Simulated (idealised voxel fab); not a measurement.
The process module presented herein is designated voxel transistor to metal.
Section cut is 150 nm wide and gridded with 5 nm square cells.
Each cross-section below is a grid of square cells, stated as bands in top-down order, with one or more rows of cells making up each band. Basically the band line says how high the top is and how high the bottom is, in nm, and then what's in it from left to right, every material with its width in nm. Empty space shows up as "air", and if a single material carries "everywhere" it runs the full band edge to edge. Heights are measured from 0, the level below which the as-received wafer is all one material; the lowest band has no bottom and continues downward, written as in "z 0 and below". Top row gets the first number, bottom row gets the second, and each row in between changes by the same step: that is how a band width like "30->40" works. "no alterations made" (step): cross-section cells unchanged, all of them. "Closed cavities" - sealed voids, min. 8 cells, no opening to top; format: width x height at distance (distance from left edge; nm throughout). Anything after a step's settings on that line? It's the simulator's own note about the step. The line of a step may include "overlay nm". On a step with a mask, this value is how far to the right of its planned place the mask lay. A negative value means the mask lay to the left.

PLANNED PROCESS STEPS
step 1: RECEIVE (material Si)
step 2: OXIDIZE (depth nm 5)
step 3: CONFORMAL_DEP (material SiN; thk nm 15)
step 4: MASKED_ETCH (tone cover; mask id ACTIVE; width nm 105; etch materials SiN; depth nm 15; overlay nm 0)
step 5: MASKED_ETCH (tone cover; mask id ACTIVE; width nm 105; etch materials SiO2; depth nm 5; overlay nm 0)
step 6: MASKED_ETCH (tone cover; mask id ACTIVE; width nm 105; etch materials Si; depth nm 35; overlay nm 0)
step 7: FILL_DEP (material SiO2; thk nm 15)
step 8: CMP (height nm 15)
step 9: SELECTIVE_ETCH (etch materials SiO2; depth nm 15)
step 10: STRIP (etch materials SiN)
step 11: SELECTIVE_ETCH (etch materials SiO2; depth nm 5)
step 12: OXIDIZE (depth nm 5)
step 13: DIRECTIONAL_DEP (material polySi; thk nm 25)
step 14: DIRECTIONAL_DEP (material SiCN; thk nm 15)
step 15: DIRECTIONAL_DEP (material aC; thk nm 10)
step 16: PATTERN (tone cover; mask id GATE; material resist; width nm 25; thk nm 30; overlay nm 0)
step 17: DIRECTIONAL_ETCH (etch materials aC; depth nm 10)
step 18: STRIP (etch materials resist)
step 19: DIRECTIONAL_ETCH (etch materials SiCN; depth nm 25)
step 20: DIRECTIONAL_ETCH (etch materials polySi; depth nm 35)
step 21: STRIP (etch materials aC)
step 22: CONFORMAL_DEP (material SiN; thk nm 5)
step 23: DIRECTIONAL_ETCH (etch materials SiN; depth nm 5)
step 24: DIRECTIONAL_ETCH (etch materials SiO2; depth nm 5)
step 25: DIRECTIONAL_ETCH (etch materials Si; depth nm 5)
step 26: EPI (material SiGe; thk nm 5)
step 27: FILL_DEP (material SiO2; thk nm 10)
step 28: CMP (height nm 20)
step 29: STRIP (etch materials polySi)
step 30: SELECTIVE_ETCH (etch materials SiO2; depth nm 5)
step 31: CONFORMAL_DEP (material HfO2; thk nm 5)
step 32: CONFORMAL_DEP (material TiN; thk nm 5)
step 33: FILL_DEP (material W; thk nm 5)
step 34: CMP (height nm 15)
step 35: DIRECTIONAL_DEP (material SiO2; thk nm 10)
step 36: MASKED_ETCH (tone open; mask id CONTACT; width nm 15; pitch nm 80; etch materials SiO2; depth nm 35; overlay nm 0)
step 37: CONFORMAL_DEP (material TiN; thk nm 5)
step 38: FILL_DEP (material W; thk nm 10)
step 39: CMP (height nm 25)
step 40: DIRECTIONAL_DEP (material TiN; thk nm 5)
step 41: DIRECTIONAL_DEP (material W; thk nm 15)
step 42: PATTERN (tone cover; mask id METAL_1; material resist; width nm 15; pitch nm 80; thk nm 20; overlay nm 0)
step 43: DIRECTIONAL_ETCH (etch materials W; depth nm 15)
step 44: DIRECTIONAL_ETCH (etch materials TiN; depth nm 5)
step 45: STRIP (etch materials resist)
step 46: FILL_DEP (material SiO2; thk nm 5)
step 47: CMP (height nm 45)
step 48: CONFORMAL_DEP (material SiN; thk nm 5)

WAFER AT RECEIPT (POST STEP 1), CROSS-SECTION
    z 0 and below: Si everywhere
    Closed cavities: none

LOOKING AT THE FIRST OF TWO WAFERS IN CROSS-SECTION AT END OF MODULE - RAN TO PLAN
    z 50 to 45: SiN everywhere
    z 45 to 30: SiO2: 25; W: 15; SiO2: 65; W: 15; SiO2: 30
    z 30 to 25: SiO2: 25; TiN: 15; SiO2: 65; TiN: 15; SiO2: 30
    z 25 to 15: SiO2: 25; TiN: 5; W: 5; TiN: 5; SiO2: 65; TiN: 5; W: 5; TiN: 5; SiO2: 30
    z 15 to 0: SiO2: 25; TiN: 5; W: 5; TiN: 5; SiO2: 15; SiN: 5; HfO2: 5; TiN: 5; W: 5; TiN: 5; HfO2: 5; SiN: 5; SiO2: 15; TiN: 5; W: 5; TiN: 5; SiO2: 30
    z 0 to -5: SiO2: 25; TiN: 5; W: 5; TiN: 5; SiO2: 15; SiN: 5; HfO2: 5; TiN: 15; HfO2: 5; SiN: 5; SiO2: 15; TiN: 5; W: 5; TiN: 5; SiO2: 30
    z -5 to -10: SiO2: 25; TiN: 15; SiO2: 10; SiGe: 5; HfO2: 35; SiGe: 5; SiO2: 10; TiN: 15; SiO2: 30
    z -10 to -15: SiO2: 20; SiGe: 35; Si: 35; SiGe: 35; SiO2: 25
    z -15 to -40: SiO2: 20; Si: 105; SiO2: 25
    z -40 and below: Si everywhere
    Closed cavities: none

MODULE END: CROSS-SECTION OF WAFER TWO OF TWO. SAME START AND PROCESS PLAN AS THE FIRST WAFER. ONE MISTAKE DURING EXECUTION
    z 50 to 45: SiN everywhere
    z 45 to 30: SiO2: 25; W: 15; SiO2: 65; W: 15; SiO2: 30
    z 30 to 25: SiO2: 25; TiN: 15; SiO2: 65; TiN: 15; SiO2: 30
    z 25 to 20: W: 20; TiN: 5; SiO2: 15; TiN: 5; W: 55; TiN: 5; SiO2: 15; TiN: 5; W: 25
    z 20 to 15: W: 20; TiN: 5; SiO2: 15; TiN: 5; W: 5; TiN: 45; W: 5; TiN: 5; SiO2: 15; TiN: 5; W: 25
    z 15 to 0: W: 20; TiN: 5; SiO2: 15; TiN: 5; W: 5; TiN: 5; SiN: 5; HfO2: 5; TiN: 5; W: 5; TiN: 5; HfO2: 5; SiN: 5; TiN: 5; W: 5; TiN: 5; SiO2: 15; TiN: 5; W: 25
    z 0 to -5: W: 20; TiN: 5; SiO2: 15; TiN: 15; SiN: 5; HfO2: 5; TiN: 15; HfO2: 5; SiN: 5; TiN: 15; SiO2: 15; TiN: 5; W: 25
    z -5 to -10: TiN: 25; SiO2: 15; TiN: 10; SiGe: 5; HfO2: 35; SiGe: 5; TiN: 10; SiO2: 15; TiN: 30
    z -10 to -15: SiO2: 20; SiGe: 35; Si: 35; SiGe: 35; SiO2: 25
    z -15 to -40: SiO2: 20; Si: 105; SiO2: 25
    z -40 and below: Si everywhere
    Closed cavities: none
Heads up, the wafer didn't run the way we planned it: rather than as planned, step 36 actually ran as MASKED_ETCH (tone cover; mask id CONTACT; width nm 15; pitch nm 80; etch materials SiO2; depth nm 35; overlay nm 0)
Upon completion, the second wafer contains, in terms of cells, a greater or smaller amount of certain materials than the first wafer: SiO2 -89 | TiN +28 | W +61
